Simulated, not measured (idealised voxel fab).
Proc. module: voxel wiring stack
Pictured: cross-section cut, 260 nm wide, on a grid of 5 nm square cells.
Heads up, the way a cross-section reads in here is a grid of square cells, handed over as bands from the top down, with every band being one or more rows of cells.
This entry defines a band. It first specifies the height of the band's top and the height of its bottom in nm, and then specifies the band's materials from left to right, stating each material with its width in nm. The word "throughout" identifies a single material that fills the band from edge to edge, while the word "air" identifies empty space.
Counting heights begins at 0, where everything beneath is, in the wafer as received, one material. The lowest band has no bottom; it goes on downwards, as "0 and below" shows.
A two-number width, for instance "30->40", indicates that the width is equal to the first number in the top row of the band and to the second number in the bottom row, and that it changes by a constant amount per row of cells.
You'll sometimes find "remained the same" written for a step, and that's the way of saying that nowhere in the cross-section did a cell change during that step.
"Closed void listing" enumerates empty spaces isolated from the top, with no open way to it, that contain at least 8 cells, giving each as width x height at distance from the left edge, all three in nm.
Formally, on a step line, whatever follows the settings is a remark that the simulator itself makes on the step.
overlay nm: mask offset rightward from planned place, masked step; negative means leftward offset.
The steps planned for the process are as follows:
| 1 | RECEIVE, material Si |
| 2 | CONFORMAL_DEP, material SiO2, thk nm 10 |
| 3 | DIRECTIONAL_DEP, material TiN, thk nm 5 |
| 4 | DIRECTIONAL_DEP, material Ru, thk nm 25 |
| 5 | MASKED_ETCH, tone cover, mask id METAL_1, width nm 25, pitch nm 45, etch materials Ru, depth nm 25, overlay nm 0 |
| 6 | MASKED_ETCH, tone cover, mask id METAL_1, width nm 25, pitch nm 45, etch materials TiN, depth nm 5, overlay nm 0 |
| 7 | FILL_DEP, material lowk, thk nm 10 |
| 8 | CMP, height nm 40 |
| 9 | CONFORMAL_DEP, material SiCN, thk nm 5 |
| 10 | DIRECTIONAL_DEP, material lowk, thk nm 30 |
| 11 | PATTERN, tone open, mask id METAL_2, material resist, width nm 25, pitch nm 45, thk nm 20, overlay nm 0 |
| 12 | DIRECTIONAL_ETCH, etch materials lowk, depth nm 20 |
| 13 | STRIP, etch materials resist |
| 14 | PATTERN, tone open, mask id METAL_2_HOLES, material resist, width nm 15, pitch nm 45, thk nm 15, overlay nm 0 |
| 15 | DIRECTIONAL_ETCH, etch materials lowk, depth nm 10 |
| 16 | DIRECTIONAL_ETCH, etch materials SiCN, depth nm 5 |
| 17 | STRIP, etch materials resist |
| 18 | CONFORMAL_DEP, material TiN, thk nm 5 |
| 19 | FILL_DEP, material Ru, thk nm 5 |
| 20 | CMP, height nm 75 |
| 21 | CONFORMAL_DEP, material SiCN, thk nm 5 |
| 22 | DIRECTIONAL_DEP, material lowk, thk nm 10 |
| 23 | DIRECTIONAL_DEP, material aC, thk nm 10 |
| 24 | PATTERN, tone open, mask id PLUG_2, material resist, width nm 15, pitch nm 45, thk nm 30, overlay nm 0 |
| 25 | DIRECTIONAL_ETCH, etch materials aC, depth nm 10 |
| 26 | STRIP, etch materials resist |
| 27 | DIRECTIONAL_ETCH, etch materials lowk, depth nm 10 |
| 28 | DIRECTIONAL_ETCH, etch materials SiCN, depth nm 5 |
| 29 | STRIP, etch materials aC |
| 30 | EPI, material Ru, thk nm 10 |
| 31 | EPI, material Ru, thk nm 5 |
| 32 | DIRECTIONAL_DEP, material TiN, thk nm 5 |
| 33 | DIRECTIONAL_DEP, material W, thk nm 25 |
| 34 | PATTERN, tone cover, mask id METAL_3, material resist, width nm 25, pitch nm 45, thk nm 20, overlay nm 0 |
| 35 | DIRECTIONAL_ETCH, etch materials W, depth nm 25 |
| 36 | DIRECTIONAL_ETCH, etch materials TiN, depth nm 5 |
| 37 | STRIP, etch materials resist |
| 38 | FILL_DEP, material lowk, thk nm 10 |
| 39 | CMP, height nm 120 |
| 40 | CONFORMAL_DEP, material SiN, thk nm 5 |
Shown in cross-section is the wafer as received, that is, as it stands after step 1:
  0 and below  Si throughout
  Closed void listing: none
Look at the cross-section after the module: the wafer started out the way shown above and the plan was the one shown above, yet one mistake was made along the way:
  125 down to 120  SiN throughout
  120 down to 100  lowk 95 / W 25 / lowk 20 / W 25 / lowk 95
  100 down to 95  Ru 100 / W 5 / Ru 40 / W 5 / Ru 110
  95 down to 90  TiN 95 / Ru 15 / TiN 30 / Ru 15 / TiN 105
  90 down to 85  lowk 95 / TiN 15 / lowk 30 / TiN 15 / lowk 105
  85 down to 80  lowk 95 / Ru 15 / lowk 30 / Ru 15 / lowk 105
  80 down to 75  SiCN 95 / Ru 15 / SiCN 30 / Ru 15 / SiCN 105
  75 down to 60  lowk 95 / TiN 5 / Ru 15 / TiN 5 / lowk 20 / TiN 5 / Ru 15 / TiN 5 / lowk 95
  60 down to 55  lowk 95 / TiN 5 / Ru 5 / TiN 15 / lowk 20 / TiN 5 / Ru 5 / TiN 15 / lowk 95
  55 down to 45  lowk 95 / TiN 5 / Ru 5 / TiN 5 / lowk 30 / TiN 5 / Ru 5 / TiN 5 / lowk 105
  45 down to 40  SiCN 95 / TiN 15 / SiCN 30 / TiN 15 / SiCN 105
  40 down to 15  lowk 95 / Ru 25 / lowk 20 / Ru 25 / lowk 95
  15 down to 10  lowk 95 / TiN 25 / lowk 20 / TiN 25 / lowk 95
  10 down to 0  SiO2 throughout
  0 and below  Si throughout
  Closed void listing: none
Deviation noted in wafer processing: steps 31 and 32 were swapped
